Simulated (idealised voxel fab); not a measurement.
process module | voxel fin reveal
cross-section cut | 215 nm wide | cells 5 nm
A cross-section is a grid of square cells, given in bands from the top down. A band is one or more rows of cells.
Each band's line starts with the height of the band's top and of its bottom, in nm. Then come its materials from left to right, each with its width in nm. One material with "throughout" fills the band from edge to edge. "air" is empty space.
Height 0 is the level under which the wafer as received is all one material. The lowest band goes on downwards, as in "0 down".
A width such as "30 to 40" changes by the same amount from each row of cells to the next, from the band's top row to its bottom row.
"no change" after a step means that no cell of the cross-section changed.
closed voids: empty space of 8 cells or more with no open way to the top, each as width x height at its distance from the left edge, in nm
after a step's settings: what the simulator itself notes on the step
overlay nm, on a step with a mask: how far to the right of its planned place the mask lay; to the left if negative
plan
1 op RECEIVE | material Si
2 op CONFORMAL_DEP | material SiN | thk nm 5
3 op PATTERN | tone cover | mask id FINS | material resist | width nm 15 | pitch nm 40 | thk nm 15 | overlay nm 0
4 op DIRECTIONAL_ETCH | etch materials SiN | depth nm 5
5 op DIRECTIONAL_ETCH | etch materials Si | depth nm 40
6 op STRIP | etch materials resist
7 op FILL_DEP | material SiO2 | thk nm 15
8 op CMP | height nm 5
9 op SELECTIVE_ETCH | etch materials SiO2 | depth nm 15
10 op STRIP | etch materials SiN
first wafer, as planned
as received, after step 1
  0 down: Si throughout
  closed voids: none
after step 2
  5 to 0: SiN throughout
  below 0: unchanged
after step 3
  20 to 5: air 60 | resist 15 | air 25 | resist 15 | air 25 | resist 15 | air 60
  below 5: unchanged
after step 4
  20 to 5: air 60 | resist 15 | air 25 | resist 15 | air 25 | resist 15 | air 60
  5 to 0: air 60 | SiN 15 | air 25 | SiN 15 | air 25 | SiN 15 | air 60
  below 0: unchanged
after step 5
  20 to 5: air 60 | resist 15 | air 25 | resist 15 | air 25 | resist 15 | air 60
  5 to 0: air 60 | SiN 15 | air 25 | SiN 15 | air 25 | SiN 15 | air 60
  0 to -40: air 60 | Si 15 | air 25 | Si 15 | air 25 | Si 15 | air 60
  below -40: unchanged
after step 6
  5 to 0: air 60 | SiN 15 | air 25 | SiN 15 | air 25 | SiN 15 | air 60
  below 0: unchanged
after step 7
  20 to 5: SiO2 throughout
  5 to 0: SiO2 60 | SiN 15 | SiO2 25 | SiN 15 | SiO2 25 | SiN 15 | SiO2 60
  0 to -40: SiO2 60 | Si 15 | SiO2 25 | Si 15 | SiO2 25 | Si 15 | SiO2 60
  below -40: unchanged
after step 8
  5 to 0: SiO2 60 | SiN 15 | SiO2 25 | SiN 15 | SiO2 25 | SiN 15 | SiO2 60
  below 0: unchanged
after step 9
  5 to 0: air 60 | SiN 15 | air 25 | SiN 15 | air 25 | SiN 15 | air 60
  0 to -10: air 60 | Si 15 | air 25 | Si 15 | air 25 | Si 15 | air 60
  below -10: unchanged
after step 10
  0 to -10: air 60 | Si 15 | air 25 | Si 15 | air 25 | Si 15 | air 60
  below -10: unchanged
second wafer: like start, like plan, one mistake. Through step 9 it matches the first wafer
when step 10 should have ended: no change
what went wrong: step 10 was left out
at the end the second wafer has, in cells: 9 more of SiN
